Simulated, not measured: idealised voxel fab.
process module | voxel ribs on slabs
cross-section cut | 260 nm wide | cells 5 nm
A cross-section is a grid of square cells, given in bands from the top down. A band is one or more rows of cells.
Each band's line starts with the height of the band's top and of its bottom, in nm. Then come its materials from left to right, each with its width in nm. One material with "throughout" fills the band from edge to edge. "air" is empty space.
Height 0 is the level under which the wafer as received is all one material. The lowest band goes on downwards, as in "0 down".
A width such as "30 to 40" changes by the same amount from each row of cells to the next, from the band's top row to its bottom row.
"no change" after a step means that no cell of the cross-section changed.
closed voids: empty space of 8 cells or more with no open way to the top, each as width x height at its distance from the left edge, in nm
after a step's settings: what the simulator itself notes on the step
overlay nm, on a step with a mask: how far to the right of its planned place the mask lay; to the left if negative
plan
1 op RECEIVE | material Si
2 op DIRECTIONAL_DEP | material SiO2 | thk nm 25
3 op DIRECTIONAL_DEP | material SiN | thk nm 20
4 op DIRECTIONAL_DEP | material aC | thk nm 5
5 op PATTERN | tone cover | mask id RIB | material resist | width nm 25 | thk nm 30 | overlay nm 0
6 op DIRECTIONAL_ETCH | etch materials aC | depth nm 15
7 op STRIP | etch materials resist
8 op DIRECTIONAL_ETCH | etch materials SiN | depth nm 15
9 op STRIP | etch materials aC
10 op DIRECTIONAL_DEP | material aC | thk nm 10
11 op PATTERN | tone cover | mask id SLAB | material resist | width nm 75 | thk nm 30 | overlay nm 0
12 op DIRECTIONAL_ETCH | etch materials aC | depth nm 10
13 op STRIP | etch materials resist
14 op DIRECTIONAL_ETCH | etch materials SiN | depth nm 5
15 op STRIP | etch materials aC
16 op FILL_DEP | material SiO2 | thk nm 25
17 op CMP | height nm 65
18 op DIRECTIONAL_DEP | material TiN | thk nm 10
19 op MASKED_ETCH | tone cover | mask id HEATER | width nm 35 | etch materials TiN | depth nm 10 | overlay nm 0
20 op CONFORMAL_DEP | material SiO2 | thk nm 5
varied across the wafers: thk nm of step 4. The plan shows the first wafer's value. All wafers start alike
first wafer as received, after step 1
  0 down: Si throughout
  closed voids: none
first wafer at the end, after step 20
  80 to 75: air 105 | SiO2 45 | air 110
  75 to 70: air 105 | SiO2 5 | TiN 35 | SiO2 5 | air 110
  70 to 65: SiO2 110 | TiN 35 | SiO2 115
  65 to 45: SiO2 throughout
  45 to 30: SiO2 115 | SiN 25 | SiO2 120
  30 to 25: SiO2 90 | SiN 75 | SiO2 95
  25 to 0: SiO2 throughout
  0 down: Si throughout
  closed voids: none
last wafer at the end
  80 to 75: air 105 | SiO2 45 | air 110
  75 to 70: air 105 | SiO2 5 | TiN 35 | SiO2 5 | air 110
  70 to 65: SiO2 110 | TiN 35 | SiO2 115
  65 to 45: SiO2 throughout
  45 to 40: SiO2 90 | SiN 75 | SiO2 95
  40 to 25: SiN throughout
  25 to 0: SiO2 throughout
  0 down: Si throughout
  closed voids: none
each wafer at the end: cells of each material gained (+) or lost (-) since it was received, then its closed voids
thk nm 5 | +30 SiN | +702 SiO2 | +14 TiN | closed voids: none
thk nm 10 | +30 SiN | +702 SiO2 | +14 TiN | closed voids: none
thk nm 15 | +30 SiN | +702 SiO2 | +14 TiN | closed voids: none
thk nm 20 | +171 SiN | +561 SiO2 | +14 TiN | closed voids: none
thk nm 25 | +171 SiN | +561 SiO2 | +14 TiN | closed voids: none
thk nm 30 | +171 SiN | +561 SiO2 | +14 TiN | closed voids: none
